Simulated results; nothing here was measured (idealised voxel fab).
A process module follows: voxel air gaps.
In the cross-section labelled cut, the width is 195 nm and each square cell is 5 nm.
In what follows, cross-sections appear as grids of square cells, described through bands that run from the top down, where every band is one or more rows of cells. A band entry consists of two parts. The first gives the height of the band's top and the height of its bottom, in nm. The rest lists the band's materials from left to right, each with its width in nm. A single material labelled with the word "full width" fills the band from edge to edge, and the word "blank" marks empty space. Heights from 0 (as-received wafer is one material below). Bottom band endless downward, as "top 0, no bottom". When a width is written as two numbers, as in "30..40", the first number is the width in the top row of cells of the band and the second is the width in its bottom row, and the width changes by the same amount from each row to the next. "nothing different" (step): cross-section cells unchanged, all of them. Each empty space that has no open way to the top and spans at least 8 cells appears under "Enclosed void inventory" as width x height at distance, the distance counted from the left edge, all in nm. Whatever follows a step's settings on its line is a remark the simulator itself makes about that step. overlay nm: on a step with a mask, how far right of its planned place the mask lay; negative means left.
-- The following list gives the planned process steps
- 1: RECEIVE (material Si)
- 2: CONFORMAL_DEP (material SiO2; thk nm 15)
- 3: CONFORMAL_DEP (material SiN; thk nm 5)
- 4: DIRECTIONAL_DEP (material SiO2; thk nm 40)
- 5: DIRECTIONAL_DEP (material aC; thk nm 15)
- 6: PATTERN (tone open; mask id LINES; material resist; width nm 15; pitch nm 45; thk nm 35; overlay nm 0)
- 7: DIRECTIONAL_ETCH (etch materials aC; depth nm 15)
- 8: STRIP (etch materials resist)
- 9: DIRECTIONAL_ETCH (etch materials SiO2; depth nm 40)
- 10: STRIP (etch materials aC)
- 11: CONFORMAL_DEP (material TiN; thk nm 5)
- 12: FILL_DEP (material W; thk nm 5)
- 13: CMP (height nm 60)
- 14: EPI (material Ru; thk nm 10)
- 15: SELECTIVE_ETCH (etch materials SiO2; depth nm 50)
- 16: CONFORMAL_DEP (material SiN; thk nm 5)
-- Run as planned: first of two wafers
-- So this is the incoming wafer in cross-section - it's already been through step 1
- top 0, no bottom: Si full width
- Enclosed void inventory: none
-- Upon completion of step 2, the wafer appears in cross-section as shown
- top 15, bottom 0: SiO2 full width
- Note: structure below 0 unchanged.
-- Upon completion of step 3, the wafer appears in cross-section as shown
- top 20, bottom 15: SiN full width
- Note: structure below 15 unchanged.
-- Upon completion of step 4, the wafer appears in cross-section as shown
- top 60, bottom 20: SiO2 full width
- Note: structure below 20 unchanged.
-- Upon completion of step 5, the wafer appears in cross-section as shown
- top 75, bottom 60: aC full width
- Note: structure below 60 unchanged.
-- Upon completion of step 6, the wafer appears in cross-section as shown
- top 110, bottom 75: 45 resist | 15 blank | 30 resist | 15 blank | 30 resist | 15 blank | 45 resist
- Note: structure below 75 unchanged.
-- Upon completion of step 7, the wafer appears in cross-section as shown
- top 95, bottom 75: 45 resist | 15 blank | 30 resist | 15 blank | 30 resist | 15 blank | 45 resist
- top 75, bottom 60: 45 aC | 15 blank | 30 aC | 15 blank | 30 aC | 15 blank | 45 aC
- Note: structure below 60 unchanged.
-- Upon completion of step 8, the wafer appears in cross-section as shown
- top 75, bottom 60: 45 aC | 15 blank | 30 aC | 15 blank | 30 aC | 15 blank | 45 aC
- Note: structure below 60 unchanged.
-- Upon completion of step 9, the wafer appears in cross-section as shown
- top 75, bottom 60: 45 aC | 15 blank | 30 aC | 15 blank | 30 aC | 15 blank | 45 aC
- top 60, bottom 20: 45 SiO2 | 15 blank | 30 SiO2 | 15 blank | 30 SiO2 | 15 blank | 45 SiO2
- Note: structure below 20 unchanged.
-- Upon completion of step 10, the wafer appears in cross-section as shown
- top 60, bottom 20: 45 SiO2 | 15 blank | 30 SiO2 | 15 blank | 30 SiO2 | 15 blank | 45 SiO2
- Note: structure below 20 unchanged.
-- Upon completion of step 11, the wafer appears in cross-section as shown
- top 65, bottom 60: 50 TiN | 5 blank | 40 TiN | 5 blank | 40 TiN | 5 blank | 50 TiN
- top 60, bottom 25: 45 SiO2 | 5 TiN | 5 blank | 5 TiN | 30 SiO2 | 5 TiN | 5 blank | 5 TiN | 30 SiO2 | 5 TiN | 5 blank | 5 TiN | 45 SiO2
- top 25, bottom 20: 45 SiO2 | 15 TiN | 30 SiO2 | 15 TiN | 30 SiO2 | 15 TiN | 45 SiO2
- Note: structure below 20 unchanged.
-- Upon completion of step 12, the wafer appears in cross-section as shown
- top 70, bottom 65: W full width
- top 65, bottom 60: 50 TiN | 5 W | 40 TiN | 5 W | 40 TiN | 5 W | 50 TiN
- top 60, bottom 25: 45 SiO2 | 5 TiN | 5 W | 5 TiN | 30 SiO2 | 5 TiN | 5 W | 5 TiN | 30 SiO2 | 5 TiN | 5 W | 5 TiN | 45 SiO2
- Note: structure below 25 unchanged.
-- Upon completion of step 13, the wafer appears in cross-section as shown
- top 60, bottom 25: 45 SiO2 | 5 TiN | 5 W | 5 TiN | 30 SiO2 | 5 TiN | 5 W | 5 TiN | 30 SiO2 | 5 TiN | 5 W | 5 TiN | 45 SiO2
- Note: structure below 25 unchanged.
-- Upon completion of step 14, the wafer appears in cross-section as shown
- top 70, bottom 60: 35 blank | 35 Ru | 10 blank | 35 Ru | 10 blank | 35 Ru | 35 blank
- Note: structure below 60 unchanged.
-- Upon completion of step 15, the wafer appears in cross-section as shown
- top 70, bottom 60: 35 blank | 35 Ru | 10 blank | 35 Ru | 10 blank | 35 Ru | 35 blank
- top 60, bottom 25: 45 blank | 5 TiN | 5 W | 5 TiN | 30 blank | 5 TiN | 5 W | 5 TiN | 30 blank | 5 TiN | 5 W | 5 TiN | 45 blank
- top 25, bottom 20: 45 blank | 15 TiN | 30 blank | 15 TiN | 30 blank | 15 TiN | 45 blank
- Note: structure below 20 unchanged.
-- Upon completion of step 16, the wafer appears in cross-section as shown
- top 75, bottom 70: 30 blank | 135 SiN | 30 blank
- top 70, bottom 60: 30 blank | 5 SiN | 35 Ru | 10 SiN | 35 Ru | 10 SiN | 35 Ru | 5 SiN | 30 blank
- top 60, bottom 55: 30 blank | 15 SiN | 5 TiN | 5 W | 5 TiN | 30 SiN | 5 TiN | 5 W | 5 TiN | 30 SiN | 5 TiN | 5 W | 5 TiN | 15 SiN | 30 blank
- top 55, bottom 25: 40 blank | 5 SiN | 5 TiN | 5 W | 5 TiN | 5 SiN | 20 blank | 5 SiN | 5 TiN | 5 W | 5 TiN | 5 SiN | 20 blank | 5 SiN | 5 TiN | 5 W | 5 TiN | 5 SiN | 40 blank
- top 25, bottom 20: 45 SiN | 15 TiN | 30 SiN | 15 TiN | 30 SiN | 15 TiN | 45 SiN
- Note: structure below 20 unchanged.
- Enclosed void inventory: 20 x 30 at 65; 20 x 30 at 110
-- For the second wafer, take the first wafer's start and plan, then add one mistake made in running it; everything through step 2, that step included, is shared with the first
Second wafer, cross-section, planned end of step 3: nothing different
-- Second wafer, cross-section, planned end of step 4
- top 55, bottom 0: SiO2 full width
- Note: structure below 0 unchanged.
-- Second wafer, cross-section, planned end of step 5
- top 70, bottom 55: aC full width
- Note: structure below 55 unchanged.
-- Second wafer, cross-section, planned end of step 6
- top 105, bottom 70: 45 resist | 15 blank | 30 resist | 15 blank | 30 resist | 15 blank | 45 resist
- Note: structure below 70 unchanged.
-- Second wafer, cross-section, planned end of step 7
- top 90, bottom 70: 45 resist | 15 blank | 30 resist | 15 blank | 30 resist | 15 blank | 45 resist
- top 70, bottom 55: 45 aC | 15 blank | 30 aC | 15 blank | 30 aC | 15 blank | 45 aC
- Note: structure below 55 unchanged.
-- Second wafer, cross-section, planned end of step 8
- top 70, bottom 55: 45 aC | 15 blank | 30 aC | 15 blank | 30 aC | 15 blank | 45 aC
- Note: structure below 55 unchanged.
-- Second wafer, cross-section, planned end of step 9
- top 70, bottom 55: 45 aC | 15 blank | 30 aC | 15 blank | 30 aC | 15 blank | 45 aC
- top 55, bottom 15: 45 SiO2 | 15 blank | 30 SiO2 | 15 blank | 30 SiO2 | 15 blank | 45 SiO2
- Note: structure below 15 unchanged.
-- Second wafer, cross-section, planned end of step 10
- top 55, bottom 15: 45 SiO2 | 15 blank | 30 SiO2 | 15 blank | 30 SiO2 | 15 blank | 45 SiO2
- Note: structure below 15 unchanged.
-- Second wafer, cross-section, planned end of step 11
- top 60, bottom 55: 50 TiN | 5 blank | 40 TiN | 5 blank | 40 TiN | 5 blank | 50 TiN
- top 55, bottom 20: 45 SiO2 | 5 TiN | 5 blank | 5 TiN | 30 SiO2 | 5 TiN | 5 blank | 5 TiN | 30 SiO2 | 5 TiN | 5 blank | 5 TiN | 45 SiO2
- top 20, bottom 15: 45 SiO2 | 15 TiN | 30 SiO2 | 15 TiN | 30 SiO2 | 15 TiN | 45 SiO2
- Note: structure below 15 unchanged.
-- Second wafer, cross-section, planned end of step 12
- top 65, bottom 60: W full width
- top 60, bottom 55: 50 TiN | 5 W | 40 TiN | 5 W | 40 TiN | 5 W | 50 TiN
- top 55, bottom 20: 45 SiO2 | 5 TiN | 5 W | 5 TiN | 30 SiO2 | 5 TiN | 5 W | 5 TiN | 30 SiO2 | 5 TiN | 5 W | 5 TiN | 45 SiO2
- Note: structure below 20 unchanged.
-- Second wafer, cross-section, planned end of step 13
- top 60, bottom 55: 50 TiN | 5 W | 40 TiN | 5 W | 40 TiN | 5 W | 50 TiN
- Note: structure below 55 unchanged.
-- Second wafer, cross-section, planned end of step 14
- top 70, bottom 60: Ru full width
- Note: structure below 60 unchanged.
Second wafer, cross-section, planned end of step 15: nothing different
-- Second wafer, cross-section, planned end of step 16
- top 75, bottom 70: SiN full width
- Note: structure below 70 unchanged.
The mistake made against the process plan was this: step 3 from the plan never happened, it was just skipped
Final cells, second wafer relative to first, materials higher or lower: +36 Ru | -123 SiN | +240 SiO2 | +36 TiN | +3 W
Final observation: first wafer, 2 closed voids; second wafer, 0 closed voids.
